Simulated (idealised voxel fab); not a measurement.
process module | voxel transistor to metal
cross-section cut | 140 nm wide | cells 5 nm
A cross-section is a grid of square cells, given in bands from the top down. A band is one or more rows of cells.
Each band's line starts with the height of the band's top and of its bottom, in nm. Then come its materials from left to right, each with its width in nm. One material with "throughout" fills the band from edge to edge. "air" is empty space.
Height 0 is the level under which the wafer as received is all one material. The lowest band goes on downwards, as in "0 down".
A width such as "30 to 40" changes by the same amount from each row of cells to the next, from the band's top row to its bottom row.
"no change" after a step means that no cell of the cross-section changed.
closed voids: empty space of 8 cells or more with no open way to the top, each as width x height at its distance from the left edge, in nm
after a step's settings: what the simulator itself notes on the step
overlay nm, on a step with a mask: how far to the right of its planned place the mask lay; to the left if negative
plan
1 op RECEIVE | material Si
2 op CONFORMAL_DEP | material SiO2 | thk nm 5
3 op CONFORMAL_DEP | material SiN | thk nm 15
4 op PATTERN | tone cover | mask id ACTIVE | material resist | width nm 105 | thk nm 20 | overlay nm 0
5 op DIRECTIONAL_ETCH | etch materials SiN | depth nm 15
6 op DIRECTIONAL_ETCH | etch materials SiO2 | depth nm 5
7 op DIRECTIONAL_ETCH | etch materials Si | depth nm 30
8 op STRIP | etch materials resist
9 op FILL_DEP | material SiO2 | thk nm 5
10 op CMP | height nm 20
11 op SELECTIVE_ETCH | etch materials SiO2 | depth nm 5
12 op STRIP | etch materials SiN
13 op SELECTIVE_ETCH | etch materials SiO2 | depth nm 5
14 op OXIDIZE | depth nm 5
15 op DIRECTIONAL_DEP | material polySi | thk nm 25
16 op DIRECTIONAL_DEP | material SiCN | thk nm 10
17 op DIRECTIONAL_DEP | material aC | thk nm 15
18 op PATTERN | tone cover | mask id GATE | material resist | width nm 15 | thk nm 30 | overlay nm 0
19 op DIRECTIONAL_ETCH | etch materials aC | depth nm 15
20 op STRIP | etch materials resist
21 op DIRECTIONAL_ETCH | etch materials SiCN | depth nm 20
22 op DIRECTIONAL_ETCH | etch materials polySi | depth nm 35
23 op STRIP | etch materials aC
24 op CONFORMAL_DEP | material SiN | thk nm 10
25 op DIRECTIONAL_ETCH | etch materials SiN | depth nm 10
26 op DIRECTIONAL_ETCH | etch materials SiO2 | depth nm 5
27 op EPI | material pSi | thk nm 5
28 op FILL_DEP | material SiO2 | thk nm 5
29 op CMP | height nm 35
30 op DIRECTIONAL_DEP | material SiO2 | thk nm 10
31 op DIRECTIONAL_DEP | material aC | thk nm 15
32 op PATTERN | tone open | mask id CONTACT | material resist | width nm 20 | pitch nm 65 | thk nm 30 | overlay nm 0
33 op DIRECTIONAL_ETCH | etch materials aC | depth nm 15
34 op STRIP | etch materials resist
35 op DIRECTIONAL_ETCH | etch materials SiO2 | depth nm 45
36 op STRIP | etch materials aC
37 op CONFORMAL_DEP | material TiN | thk nm 5
38 op FILL_DEP | material W | thk nm 5
39 op CMP | height nm 45
40 op DIRECTIONAL_DEP | material TiN | thk nm 5
41 op DIRECTIONAL_DEP | material W | thk nm 20
42 op MASKED_ETCH | tone cover | mask id METAL_1 | width nm 20 | pitch nm 65 | etch materials W | depth nm 20 | overlay nm 0
43 op MASKED_ETCH | tone cover | mask id METAL_1 | width nm 20 | pitch nm 65 | etch materials TiN | depth nm 5 | overlay nm 0
44 op CONFORMAL_DEP | material SiCN | thk nm 5
45 op FILL_DEP | material SiO2 | thk nm 10
46 op CMP | height nm 70
47 op CONFORMAL_DEP | material SiCN | thk nm 5
first wafer, as planned
as received, after step 1
  0 down: Si throughout
  closed voids: none
after step 2
  5 to 0: SiO2 throughout
  below 0: unchanged
after step 3
  20 to 5: SiN throughout
  below 5: unchanged
after step 4
  40 to 20: air 15 | resist 105 | air 20
  below 20: unchanged
after step 5
  40 to 20: air 15 | resist 105 | air 20
  20 to 5: air 15 | SiN 105 | air 20
  below 5: unchanged
after step 6
  40 to 20: air 15 | resist 105 | air 20
  20 to 5: air 15 | SiN 105 | air 20
  5 to 0: air 15 | SiO2 105 | air 20
  below 0: unchanged
after step 7
  40 to 20: air 15 | resist 105 | air 20
  20 to 5: air 15 | SiN 105 | air 20
  5 to 0: air 15 | SiO2 105 | air 20
  0 to -30: air 15 | Si 105 | air 20
  below -30: unchanged
after step 8
  20 to 5: air 15 | SiN 105 | air 20
  below 5: unchanged
after step 9
  25 to 20: SiO2 throughout
  20 to 5: SiO2 15 | SiN 105 | SiO2 20
  5 to 0: SiO2 throughout
  0 to -30: SiO2 15 | Si 105 | SiO2 20
  below -30: unchanged
after step 10
  20 to 5: SiO2 15 | SiN 105 | SiO2 20
  below 5: unchanged
after step 11
  20 to 15: air 15 | SiN 105 | air 20
  below 15: unchanged
after step 12
  15 to 5: SiO2 15 | air 105 | SiO2 20
  below 5: unchanged
after step 13
  10 to 0: SiO2 10 | air 115 | SiO2 15
  below 0: unchanged
after step 14
  10 to 0: SiO2 10 | air 115 | SiO2 15
  0 to -5: SiO2 throughout
  below -5: unchanged
after step 15
  35 to 25: polySi 10 | air 115 | polySi 15
  25 to 10: polySi throughout
  10 to 0: SiO2 10 | polySi 115 | SiO2 15
  below 0: unchanged
after step 16
  45 to 35: SiCN 10 | air 115 | SiCN 15
  35 to 25: polySi 10 | SiCN 115 | polySi 15
  below 25: unchanged
after step 17
  60 to 50: aC 10 | air 115 | aC 15
  50 to 45: aC throughout
  45 to 35: SiCN 10 | aC 115 | SiCN 15
  below 35: unchanged
after step 18
  90 to 60: air 60 | resist 15 | air 65
  60 to 50: aC 10 | air 50 | resist 15 | air 50 | aC 15
  below 50: unchanged
after step 19
  75 to 50: air 60 | resist 15 | air 65
  50 to 45: air 60 | aC 15 | air 65
  45 to 35: SiCN 10 | air 50 | aC 15 | air 50 | SiCN 15
  below 35: unchanged
after step 20
  50 to 45: air 60 | aC 15 | air 65
  below 45: unchanged
after step 21
  50 to 35: air 60 | aC 15 | air 65
  35 to 25: polySi 10 | air 50 | SiCN 15 | air 50 | polySi 15
  below 25: unchanged
after step 22
  50 to 35: air 60 | aC 15 | air 65
  35 to 25: air 60 | SiCN 15 | air 65
  25 to 10: air 60 | polySi 15 | air 65
  10 to 0: SiO2 10 | air 50 | polySi 15 | air 50 | SiO2 15
  below 0: unchanged
after step 23
  35 to 25: air 60 | SiCN 15 | air 65
  below 25: unchanged
after step 24
  45 to 35: air 50 | SiN 35 | air 55
  35 to 25: air 50 | SiN 10 | SiCN 15 | SiN 10 | air 55
  25 to 20: air 50 | SiN 10 | polySi 15 | SiN 10 | air 55
  20 to 10: SiN 20 | air 30 | SiN 10 | polySi 15 | SiN 10 | air 30 | SiN 25
  10 to 0: SiO2 10 | SiN 50 | polySi 15 | SiN 50 | SiO2 15
  below 0: unchanged
after step 25
  35 to 25: air 50 | SiN 10 | SiCN 15 | SiN 10 | air 55
  25 to 10: air 50 | SiN 10 | polySi 15 | SiN 10 | air 55
  10 to 0: SiO2 10 | SiN 10 | air 30 | SiN 10 | polySi 15 | SiN 10 | air 30 | SiN 10 | SiO2 15
  below 0: unchanged
after step 26
  35 to 25: air 50 | SiN 10 | SiCN 15 | SiN 10 | air 55
  25 to 10: air 50 | SiN 10 | polySi 15 | SiN 10 | air 55
  10 to 5: air 10 | SiN 10 | air 30 | SiN 10 | polySi 15 | SiN 10 | air 30 | SiN 10 | air 15
  5 to 0: SiO2 10 | SiN 10 | air 30 | SiN 10 | polySi 15 | SiN 10 | air 30 | SiN 10 | SiO2 15
  0 to -5: SiO2 20 | air 30 | SiO2 35 | air 30 | SiO2 25
  below -5: unchanged
after step 27
  35 to 25: air 50 | SiN 10 | SiCN 15 | SiN 10 | air 55
  25 to 10: air 50 | SiN 10 | polySi 15 | SiN 10 | air 55
  10 to 5: air 10 | SiN 10 | air 30 | SiN 10 | polySi 15 | SiN 10 | air 30 | SiN 10 | air 15
  5 to 0: SiO2 10 | SiN 10 | air 30 | SiN 10 | polySi 15 | SiN 10 | air 30 | SiN 10 | SiO2 15
  0 to -5: SiO2 20 | pSi 30 | SiO2 35 | pSi 30 | SiO2 25
  below -5: unchanged
after step 28
  40 to 35: SiO2 throughout
  35 to 25: SiO2 50 | SiN 10 | SiCN 15 | SiN 10 | SiO2 55
  25 to 10: SiO2 50 | SiN 10 | polySi 15 | SiN 10 | SiO2 55
  10 to 0: SiO2 10 | SiN 10 | SiO2 30 | SiN 10 | polySi 15 | SiN 10 | SiO2 30 | SiN 10 | SiO2 15
  below 0: unchanged
after step 29
  35 to 25: SiO2 50 | SiN 10 | SiCN 15 | SiN 10 | SiO2 55
  below 25: unchanged
after step 30
  45 to 35: SiO2 throughout
  below 35: unchanged
after step 31
  60 to 45: aC throughout
  below 45: unchanged
after step 32
  90 to 60: resist 25 | air 20 | resist 45 | air 20 | resist 30
  below 60: unchanged
after step 33
  75 to 60: resist 25 | air 20 | resist 45 | air 20 | resist 30
  60 to 45: aC 25 | air 20 | aC 45 | air 20 | aC 30
  below 45: unchanged
after step 34
  60 to 45: aC 25 | air 20 | aC 45 | air 20 | aC 30
  below 45: unchanged
after step 35
  60 to 45: aC 25 | air 20 | aC 45 | air 20 | aC 30
  45 to 35: SiO2 25 | air 20 | SiO2 45 | air 20 | SiO2 30
  35 to 25: SiO2 25 | air 20 | SiO2 5 | SiN 10 | SiCN 15 | SiN 10 | SiO2 5 | air 20 | SiO2 30
  25 to 10: SiO2 25 | air 20 | SiO2 5 | SiN 10 | polySi 15 | SiN 10 | SiO2 5 | air 20 | SiO2 30
  10 to 0: SiO2 10 | SiN 10 | SiO2 5 | air 20 | SiO2 5 | SiN 10 | polySi 15 | SiN 10 | SiO2 5 | air 20 | SiO2 5 | SiN 10 | SiO2 15
  below 0: unchanged
after step 36
  45 to 35: SiO2 25 | air 20 | SiO2 45 | air 20 | SiO2 30
  below 35: unchanged
after step 37
  50 to 45: TiN 30 | air 10 | TiN 55 | air 10 | TiN 35
  45 to 35: SiO2 25 | TiN 5 | air 10 | TiN 5 | SiO2 45 | TiN 5 | air 10 | TiN 5 | SiO2 30
  35 to 25: SiO2 25 | TiN 5 | air 10 | TiN 5 | SiO2 5 | SiN 10 | SiCN 15 | SiN 10 | SiO2 5 | TiN 5 | air 10 | TiN 5 | SiO2 30
  25 to 10: SiO2 25 | TiN 5 | air 10 | TiN 5 | SiO2 5 | SiN 10 | polySi 15 | SiN 10 | SiO2 5 | TiN 5 | air 10 | TiN 5 | SiO2 30
  10 to 5: SiO2 10 | SiN 10 | SiO2 5 | TiN 5 | air 10 | TiN 5 | SiO2 5 | SiN 10 | polySi 15 | SiN 10 | SiO2 5 | TiN 5 | air 10 | TiN 5 | SiO2 5 | SiN 10 | SiO2 15
  5 to 0: SiO2 10 | SiN 10 | SiO2 5 | TiN 20 | SiO2 5 | SiN 10 | polySi 15 | SiN 10 | SiO2 5 | TiN 20 | SiO2 5 | SiN 10 | SiO2 15
  below 0: unchanged
after step 38
  55 to 50: W throughout
  50 to 45: TiN 30 | W 10 | TiN 55 | W 10 | TiN 35
  45 to 35: SiO2 25 | TiN 5 | W 10 | TiN 5 | SiO2 45 | TiN 5 | W 10 | TiN 5 | SiO2 30
  35 to 25: SiO2 25 | TiN 5 | W 10 | TiN 5 | SiO2 5 | SiN 10 | SiCN 15 | SiN 10 | SiO2 5 | TiN 5 | W 10 | TiN 5 | SiO2 30
  25 to 10: SiO2 25 | TiN 5 | W 10 | TiN 5 | SiO2 5 | SiN 10 | polySi 15 | SiN 10 | SiO2 5 | TiN 5 | W 10 | TiN 5 | SiO2 30
  10 to 5: SiO2 10 | SiN 10 | SiO2 5 | TiN 5 | W 10 | TiN 5 | SiO2 5 | SiN 10 | polySi 15 | SiN 10 | SiO2 5 | TiN 5 | W 10 | TiN 5 | SiO2 5 | SiN 10 | SiO2 15
  below 5: unchanged
after step 39
  45 to 35: SiO2 25 | TiN 5 | W 10 | TiN 5 | SiO2 45 | TiN 5 | W 10 | TiN 5 | SiO2 30
  below 35: unchanged
after step 40
  50 to 45: TiN throughout
  below 45: unchanged
after step 41
  70 to 50: W throughout
  below 50: unchanged
after step 42
  70 to 50: air 25 | W 20 | air 45 | W 20 | air 30
  below 50: unchanged
after step 43
  70 to 50: air 25 | W 20 | air 45 | W 20 | air 30
  50 to 45: air 25 | TiN 20 | air 45 | TiN 20 | air 30
  below 45: unchanged
after step 44
  75 to 70: air 20 | SiCN 30 | air 35 | SiCN 30 | air 25
  70 to 50: air 20 | SiCN 5 | W 20 | SiCN 5 | air 35 | SiCN 5 | W 20 | SiCN 5 | air 25
  50 to 45: SiCN 25 | TiN 20 | SiCN 45 | TiN 20 | SiCN 30
  below 45: unchanged
after step 45
  85 to 75: SiO2 throughout
  75 to 70: SiO2 20 | SiCN 30 | SiO2 35 | SiCN 30 | SiO2 25
  70 to 50: SiO2 20 | SiCN 5 | W 20 | SiCN 5 | SiO2 35 | SiCN 5 | W 20 | SiCN 5 | SiO2 25
  below 50: unchanged
after step 46
  70 to 50: SiO2 20 | SiCN 5 | W 20 | SiCN 5 | SiO2 35 | SiCN 5 | W 20 | SiCN 5 | SiO2 25
  below 50: unchanged
after step 47
  75 to 70: SiCN throughout
  below 70: unchanged
second wafer: like start, like plan, one mistake. Through step 1 it matches the first wafer
when step 2 should have ended: no change
when step 3 should have ended
  15 to 0: SiN throughout
  below 0: unchanged
when step 4 should have ended
  35 to 15: air 15 | resist 105 | air 20
  below 15: unchanged
when step 5 should have ended
  35 to 15: air 15 | resist 105 | air 20
  15 to 0: air 15 | SiN 105 | air 20
  below 0: unchanged
when step 6 should have ended: no change
when step 7 should have ended
  35 to 15: air 15 | resist 105 | air 20
  15 to 0: air 15 | SiN 105 | air 20
  0 to -30: air 15 | Si 105 | air 20
  below -30: unchanged
when step 8 should have ended
  15 to 0: air 15 | SiN 105 | air 20
  below 0: unchanged
when step 9 should have ended
  20 to 15: SiO2 throughout
  15 to 0: SiO2 15 | SiN 105 | SiO2 20
  0 to -30: SiO2 15 | Si 105 | SiO2 20
  below -30: unchanged
when step 10 should have ended: no change
when step 11 should have ended
  15 to 0: SiO2 15 | SiN 105 | SiO2 20
  below 0: unchanged
when step 12 should have ended
  15 to 0: SiO2 15 | air 105 | SiO2 20
  below 0: unchanged
when step 13 should have ended
  10 to 0: SiO2 10 | air 115 | SiO2 15
  0 to -5: SiO2 10 | air 5 | Si 105 | air 5 | SiO2 15
  below -5: unchanged
when step 14 should have ended
  10 to 0: SiO2 10 | air 115 | SiO2 15
  0 to -5: SiO2 10 | air 5 | SiO2 105 | air 5 | SiO2 15
  -5 to -10: SiO2 20 | Si 95 | SiO2 25
  below -10: unchanged
when step 15 should have ended
  35 to 25: polySi 10 | air 115 | polySi 15
  25 to 20: polySi 10 | air 5 | polySi 105 | air 5 | polySi 15
  20 to 10: polySi throughout
  10 to 0: SiO2 10 | polySi 115 | SiO2 15
  0 to -5: SiO2 10 | polySi 5 | SiO2 105 | polySi 5 | SiO2 15
  below -5: unchanged
when step 16 should have ended
  45 to 35: SiCN 10 | air 115 | SiCN 15
  35 to 30: polySi 10 | air 5 | SiCN 105 | air 5 | polySi 15
  30 to 25: polySi 10 | SiCN 115 | polySi 15
  25 to 20: polySi 10 | SiCN 5 | polySi 105 | SiCN 5 | polySi 15
  below 20: unchanged
when step 17 should have ended
  60 to 50: aC 10 | air 115 | aC 15
  50 to 45: aC 10 | air 5 | aC 105 | air 5 | aC 15
  45 to 35: SiCN 10 | aC 115 | SiCN 15
  35 to 30: polySi 10 | aC 5 | SiCN 105 | aC 5 | polySi 15
  below 30: unchanged
when step 18 should have ended
  90 to 60: air 60 | resist 15 | air 65
  60 to 50: aC 10 | air 50 | resist 15 | air 50 | aC 15
  below 50: unchanged
when step 19 should have ended
  75 to 50: air 60 | resist 15 | air 65
  50 to 45: air 60 | aC 15 | air 65
  45 to 35: SiCN 10 | air 50 | aC 15 | air 50 | SiCN 15
  35 to 30: polySi 10 | air 5 | SiCN 105 | air 5 | polySi 15
  below 30: unchanged
when step 20 should have ended
  50 to 45: air 60 | aC 15 | air 65
  below 45: unchanged
when step 21 should have ended
  50 to 35: air 60 | aC 15 | air 65
  35 to 25: polySi 10 | air 50 | SiCN 15 | air 50 | polySi 15
  25 to 20: polySi 10 | air 5 | polySi 105 | air 5 | polySi 15
  below 20: unchanged
when step 22 should have ended
  50 to 35: air 60 | aC 15 | air 65
  35 to 25: air 60 | SiCN 15 | air 65
  25 to 10: air 60 | polySi 15 | air 65
  10 to 0: SiO2 10 | air 50 | polySi 15 | air 50 | SiO2 15
  0 to -5: SiO2 10 | air 5 | SiO2 105 | air 5 | SiO2 15
  below -5: unchanged
when step 23 should have ended
  35 to 25: air 60 | SiCN 15 | air 65
  below 25: unchanged
when step 24 should have ended
  45 to 35: air 50 | SiN 35 | air 55
  35 to 25: air 50 | SiN 10 | SiCN 15 | SiN 10 | air 55
  25 to 20: air 50 | SiN 10 | polySi 15 | SiN 10 | air 55
  20 to 10: SiN 20 | air 30 | SiN 10 | polySi 15 | SiN 10 | air 30 | SiN 25
  10 to 0: SiO2 10 | SiN 50 | polySi 15 | SiN 50 | SiO2 15
  0 to -5: SiO2 10 | SiN 5 | SiO2 105 | SiN 5 | SiO2 15
  below -5: unchanged
when step 25 should have ended
  35 to 25: air 50 | SiN 10 | SiCN 15 | SiN 10 | air 55
  25 to 10: air 50 | SiN 10 | polySi 15 | SiN 10 | air 55
  10 to 0: SiO2 10 | SiN 10 | air 30 | SiN 10 | polySi 15 | SiN 10 | air 30 | SiN 10 | SiO2 15
  below 0: unchanged
when step 26 should have ended
  35 to 25: air 50 | SiN 10 | SiCN 15 | SiN 10 | air 55
  25 to 10: air 50 | SiN 10 | polySi 15 | SiN 10 | air 55
  10 to 5: air 10 | SiN 10 | air 30 | SiN 10 | polySi 15 | SiN 10 | air 30 | SiN 10 | air 15
  5 to 0: SiO2 10 | SiN 10 | air 30 | SiN 10 | polySi 15 | SiN 10 | air 30 | SiN 10 | SiO2 15
  0 to -5: SiO2 10 | SiN 5 | SiO2 5 | air 30 | SiO2 35 | air 30 | SiO2 5 | SiN 5 | SiO2 15
  below -5: unchanged
when step 27 should have ended
  35 to 25: air 50 | SiN 10 | SiCN 15 | SiN 10 | air 55
  25 to 10: air 50 | SiN 10 | polySi 15 | SiN 10 | air 55
  10 to 5: air 10 | SiN 10 | air 30 | SiN 10 | polySi 15 | SiN 10 | air 30 | SiN 10 | air 15
  5 to 0: SiO2 10 | SiN 10 | air 30 | SiN 10 | polySi 15 | SiN 10 | air 30 | SiN 10 | SiO2 15
  0 to -5: SiO2 10 | SiN 5 | SiO2 5 | pSi 30 | SiO2 35 | pSi 30 | SiO2 5 | SiN 5 | SiO2 15
  below -5: unchanged
when step 28 should have ended
  40 to 35: SiO2 throughout
  35 to 25: SiO2 50 | SiN 10 | SiCN 15 | SiN 10 | SiO2 55
  25 to 10: SiO2 50 | SiN 10 | polySi 15 | SiN 10 | SiO2 55
  10 to 0: SiO2 10 | SiN 10 | SiO2 30 | SiN 10 | polySi 15 | SiN 10 | SiO2 30 | SiN 10 | SiO2 15
  below 0: unchanged
when step 29 should have ended
  35 to 25: SiO2 50 | SiN 10 | SiCN 15 | SiN 10 | SiO2 55
  below 25: unchanged
when step 30 should have ended
  45 to 35: SiO2 throughout
  below 35: unchanged
when step 31 should have ended
  60 to 45: aC throughout
  below 45: unchanged
when step 32 should have ended
  90 to 60: resist 25 | air 20 | resist 45 | air 20 | resist 30
  below 60: unchanged
when step 33 should have ended
  75 to 60: resist 25 | air 20 | resist 45 | air 20 | resist 30
  60 to 45: aC 25 | air 20 | aC 45 | air 20 | aC 30
  below 45: unchanged
when step 34 should have ended
  60 to 45: aC 25 | air 20 | aC 45 | air 20 | aC 30
  below 45: unchanged
when step 35 should have ended
  60 to 45: aC 25 | air 20 | aC 45 | air 20 | aC 30
  45 to 35: SiO2 25 | air 20 | SiO2 45 | air 20 | SiO2 30
  35 to 25: SiO2 25 | air 20 | SiO2 5 | SiN 10 | SiCN 15 | SiN 10 | SiO2 5 | air 20 | SiO2 30
  25 to 10: SiO2 25 | air 20 | SiO2 5 | SiN 10 | polySi 15 | SiN 10 | SiO2 5 | air 20 | SiO2 30
  10 to 0: SiO2 10 | SiN 10 | SiO2 5 | air 20 | SiO2 5 | SiN 10 | polySi 15 | SiN 10 | SiO2 5 | air 20 | SiO2 5 | SiN 10 | SiO2 15
  below 0: unchanged
when step 36 should have ended
  45 to 35: SiO2 25 | air 20 | SiO2 45 | air 20 | SiO2 30
  below 35: unchanged
when step 37 should have ended
  50 to 45: TiN 30 | air 10 | TiN 55 | air 10 | TiN 35
  45 to 35: SiO2 25 | TiN 5 | air 10 | TiN 5 | SiO2 45 | TiN 5 | air 10 | TiN 5 | SiO2 30
  35 to 25: SiO2 25 | TiN 5 | air 10 | TiN 5 | SiO2 5 | SiN 10 | SiCN 15 | SiN 10 | SiO2 5 | TiN 5 | air 10 | TiN 5 | SiO2 30
  25 to 10: SiO2 25 | TiN 5 | air 10 | TiN 5 | SiO2 5 | SiN 10 | polySi 15 | SiN 10 | SiO2 5 | TiN 5 | air 10 | TiN 5 | SiO2 30
  10 to 5: SiO2 10 | SiN 10 | SiO2 5 | TiN 5 | air 10 | TiN 5 | SiO2 5 | SiN 10 | polySi 15 | SiN 10 | SiO2 5 | TiN 5 | air 10 | TiN 5 | SiO2 5 | SiN 10 | SiO2 15
  5 to 0: SiO2 10 | SiN 10 | SiO2 5 | TiN 20 | SiO2 5 | SiN 10 | polySi 15 | SiN 10 | SiO2 5 | TiN 20 | SiO2 5 | SiN 10 | SiO2 15
  below 0: unchanged
when step 38 should have ended
  55 to 50: W throughout
  50 to 45: TiN 30 | W 10 | TiN 55 | W 10 | TiN 35
  45 to 35: SiO2 25 | TiN 5 | W 10 | TiN 5 | SiO2 45 | TiN 5 | W 10 | TiN 5 | SiO2 30
  35 to 25: SiO2 25 | TiN 5 | W 10 | TiN 5 | SiO2 5 | SiN 10 | SiCN 15 | SiN 10 | SiO2 5 | TiN 5 | W 10 | TiN 5 | SiO2 30
  25 to 10: SiO2 25 | TiN 5 | W 10 | TiN 5 | SiO2 5 | SiN 10 | polySi 15 | SiN 10 | SiO2 5 | TiN 5 | W 10 | TiN 5 | SiO2 30
  10 to 5: SiO2 10 | SiN 10 | SiO2 5 | TiN 5 | W 10 | TiN 5 | SiO2 5 | SiN 10 | polySi 15 | SiN 10 | SiO2 5 | TiN 5 | W 10 | TiN 5 | SiO2 5 | SiN 10 | SiO2 15
  below 5: unchanged
when step 39 should have ended
  45 to 35: SiO2 25 | TiN 5 | W 10 | TiN 5 | SiO2 45 | TiN 5 | W 10 | TiN 5 | SiO2 30
  below 35: unchanged
when step 40 should have ended
  50 to 45: TiN throughout
  below 45: unchanged
when step 41 should have ended
  70 to 50: W throughout
  below 50: unchanged
when step 42 should have ended
  70 to 50: air 25 | W 20 | air 45 | W 20 | air 30
  below 50: unchanged
when step 43 should have ended
  70 to 50: air 25 | W 20 | air 45 | W 20 | air 30
  50 to 45: air 25 | TiN 20 | air 45 | TiN 20 | air 30
  below 45: unchanged
when step 44 should have ended
  75 to 70: air 20 | SiCN 30 | air 35 | SiCN 30 | air 25
  70 to 50: air 20 | SiCN 5 | W 20 | SiCN 5 | air 35 | SiCN 5 | W 20 | SiCN 5 | air 25
  50 to 45: SiCN 25 | TiN 20 | SiCN 45 | TiN 20 | SiCN 30
  below 45: unchanged
when step 45 should have ended
  85 to 75: SiO2 throughout
  75 to 70: SiO2 20 | SiCN 30 | SiO2 35 | SiCN 30 | SiO2 25
  70 to 50: SiO2 20 | SiCN 5 | W 20 | SiCN 5 | SiO2 35 | SiCN 5 | W 20 | SiCN 5 | SiO2 25
  below 50: unchanged
when step 46 should have ended
  70 to 50: SiO2 20 | SiCN 5 | W 20 | SiCN 5 | SiO2 35 | SiCN 5 | W 20 | SiCN 5 | SiO2 25
  below 50: unchanged
when step 47 should have ended
  75 to 70: SiCN throughout
  below 70: unchanged
what went wrong: step 2 was left out
at the end the second wafer has, in cells: 2 fewer of Si | 2 more of SiN
